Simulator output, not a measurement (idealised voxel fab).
The following process module bears the name voxel lift off.
Shown is cross-section cut, with a width of 210 nm and square cells of size 5 nm.
Each cross-section below is a grid of square cells, stated as bands in top-down order, with one or more rows of cells making up each band.
Quick guide to a band line: top height, bottom height (nm) up front; then every material left to right with its width in nm. Only one material and it's marked "edge to edge"? Then it fills the band edge to edge. And "air" just means empty space.
Heads up on the height convention: 0 is the point under which the incoming wafer is all one material, and the lowest band has no bottom, it just keeps going down, like "from 0 down".
Top row gets the first number, bottom row gets the second, and each row in between changes by the same step: that is how a band width like "30->40" works.
"no change" after a step means that no cell of the cross-section changed.
Basically, "Non-vented voids" tells you about the enclosed voids: empty spaces with no open way to the top, 8 cells or bigger, each written width x height at distance, where distance is from the left edge, all in nm.
If you see something after the settings on a step's line, that's the simulator's own remark about that step.
On any step carrying a mask, the "overlay nm" setting, if present on the step's line, tells how far right of its planned place the mask lay; negative values point to the left.

Here's what the planned process steps look like:
1 RECEIVE [material Si]
2 CONFORMAL_DEP [material Al2O3] [thk nm 15]
3 PATTERN [tone open] [mask id LINES] [material resist] [width nm 30] [pitch nm 50] [thk nm 30] [overlay nm 0]
4 DIRECTIONAL_DEP [material Ru] [thk nm 15]
5 STRIP [etch materials resist]
6 CONFORMAL_DEP [material SiO2] [thk nm 10]

Wafer at receipt (post step 1), cross-section:
  from 0 down: Si edge to edge
  Non-vented voids: none

Result of the module, cross-sectioned: start per above, plan per above, one error in how it was run:
  from 55 to 45: air 30 nm, SiO2 150 nm, air 30 nm
  from 45 to 40: air 30 nm, SiO2 10 nm, Ru 30 nm, SiO2 20 nm, Ru 30 nm, SiO2 20 nm, Ru 30 nm, SiO2 10 nm, air 30 nm
  from 40 to 30: SiO2 40 nm, Ru 30 nm, SiO2 20 nm, Ru 30 nm, SiO2 20 nm, Ru 30 nm, SiO2 40 nm
  from 30 to 0: Al2O3 edge to edge
  from 0 down: Si edge to edge
  Non-vented voids: none
Processing error: step 2 of the plan was executed twice over
